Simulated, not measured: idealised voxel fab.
Herein follows the process module entitled voxel gate over fins.
Cross-section cut: width 205 nm, square cells of 5 nm.
For the purposes of this document, a cross-section shall be understood as a grid of square cells, specified as bands listed in top-to-bottom order, each band consisting of one or more rows of cells. Heights first: top, then bottom, in nm. Then materials, left to right, each with a width in nm. "everywhere" on a single material: fills the band edge to edge. "blank": empty space. We count height from 0. Below that, the starting wafer is all one material. The lowest band never ends at the bottom but goes on down; see "0 down" for how that is written. Top row gets the first number, bottom row gets the second, and each row in between changes by the same step: that is how a band width like "30..40" works. For the purposes of this document, the phrase "no change occurred" attached to a step denotes that no cell within the cross-section was modified by that step. Look at "Completely sealed voids" for the closed voids: empty spaces with no open path to the top, sized 8 cells or up. Each is width x height at distance, distance from the left edge, all nm. Past the settings on a step's line: simulator remark, on that step. The setting "overlay nm" may be written on the line of a step. When the step uses a mask, the value reports how far to the right of the planned place the mask lay, and a negative value reports that it lay to the left.
**plan**
- 1: RECEIVE (material Si)
- 2: CONFORMAL_DEP (material SiN; thk nm 5)
- 3: DIRECTIONAL_DEP (material aC; thk nm 15)
- 4: PATTERN (tone cover; mask id FINS; material resist; width nm 15; pitch nm 40; thk nm 30; overlay nm 0)
- 5: DIRECTIONAL_ETCH (etch materials aC; depth nm 15)
- 6: STRIP (etch materials resist)
- 7: DIRECTIONAL_ETCH (etch materials SiN; depth nm 5)
- 8: DIRECTIONAL_ETCH (etch materials Si; depth nm 30)
- 9: STRIP (etch materials aC)
- 10: FILL_DEP (material SiO2; thk nm 10)
- 11: CMP (height nm 5)
- 12: SELECTIVE_ETCH (etch materials SiO2; depth nm 20)
- 13: STRIP (etch materials SiN)
- 14: CONFORMAL_DEP (material HfO2; thk nm 5)
- 15: CONFORMAL_DEP (material TiN; thk nm 5)
- 16: CONFORMAL_DEP (material TiAl; thk nm 5)
- 17: CONFORMAL_DEP (material TiN; thk nm 5)
- 18: FILL_DEP (material W; thk nm 10)
- 19: CMP (height nm 25)
- 20: CONFORMAL_DEP (material SiCN; thk nm 5)
**Wafer at receipt (post step 1), cross-section**
0 down  Si everywhere
Completely sealed voids: none
**The first of two wafers, cross-sectioned at the end of the module, with the run proceeding as planned**
30 to 25  SiCN everywhere
25 to 20  W everywhere
20 to 15  W (15)  TiN (175)  W (15)
15 to 10  W (15)  TiN (5)  TiAl (165)  TiN (5)  W (15)
10 to 5  W (15)  TiN (5)  TiAl (5)  TiN (35)  TiAl (5)  TiN (35)  TiAl (5)  TiN (35)  TiAl (5)  TiN (35)  TiAl (5)  TiN (5)  W (15)
5 to 0  TiN (20)  TiAl (5)  TiN (5)  HfO2 (25)  TiN (5)  TiAl (5)  TiN (5)  HfO2 (25)  TiN (5)  TiAl (5)  TiN (5)  HfO2 (25)  TiN (5)  TiAl (5)  TiN (5)  HfO2 (25)  TiN (5)  TiAl (5)  TiN (20)
0 to -5  TiAl (25)  TiN (5)  HfO2 (5)  Si (15)  HfO2 (5)  TiN (5)  TiAl (5)  TiN (5)  HfO2 (5)  Si (15)  HfO2 (5)  TiN (5)  TiAl (5)  TiN (5)  HfO2 (5)  Si (15)  HfO2 (5)  TiN (5)  TiAl (5)  TiN (5)  HfO2 (5)  Si (15)  HfO2 (5)  TiN (5)  TiAl (25)
-5 to -10  TiN (30)  HfO2 (5)  Si (15)  HfO2 (5)  TiN (15)  HfO2 (5)  Si (15)  HfO2 (5)  TiN (15)  HfO2 (5)  Si (15)  HfO2 (5)  TiN (15)  HfO2 (5)  Si (15)  HfO2 (5)  TiN (30)
-10 to -15  HfO2 (35)  Si (15)  HfO2 (25)  Si (15)  HfO2 (25)  Si (15)  HfO2 (25)  Si (15)  HfO2 (35)
-15 to -30  SiO2 (35)  Si (15)  SiO2 (25)  Si (15)  SiO2 (25)  Si (15)  SiO2 (25)  Si (15)  SiO2 (35)
-30 down  Si everywhere
Completely sealed voids: none
**So this is wafer number two of the two, cut at the end of the module - it started where the first did and had the same plan, we just got one thing wrong running it**
30 to 25  SiCN everywhere
25 to 20  W everywhere
20 to 15  TiN everywhere
15 to 10  TiAl everywhere
10 to 5  TiN everywhere
5 to 0  HfO2 (40)  TiN (5)  HfO2 (35)  TiN (5)  HfO2 (35)  TiN (5)  HfO2 (35)  TiN (5)  HfO2 (40)
0 to -10  Si (35)  HfO2 (5)  TiN (5)  HfO2 (5)  Si (25)  HfO2 (5)  TiN (5)  HfO2 (5)  Si (25)  HfO2 (5)  TiN (5)  HfO2 (5)  Si (25)  HfO2 (5)  TiN (5)  HfO2 (5)  Si (35)
-10 to -15  Si (35)  HfO2 (15)  Si (25)  HfO2 (15)  Si (25)  HfO2 (15)  Si (25)  HfO2 (15)  Si (35)
-15 to -30  Si (35)  SiO2 (15)  Si (25)  SiO2 (15)  Si (25)  SiO2 (15)  Si (25)  SiO2 (15)  Si (35)
-30 down  Si everywhere
Completely sealed voids: none
In executing the process, a mistake was made relative to the plan: rather than as planned, step 4 actually ran as PATTERN (tone open; mask id FINS; material resist; width nm 15; pitch nm 40; thk nm 30; overlay nm 0)
Final wafer comparison in cells, second versus first, more or fewer per material: Si: 102 more | SiO2: 51 fewer | TiAl: 15 fewer | TiN: 18 fewer | W: 18 fewer
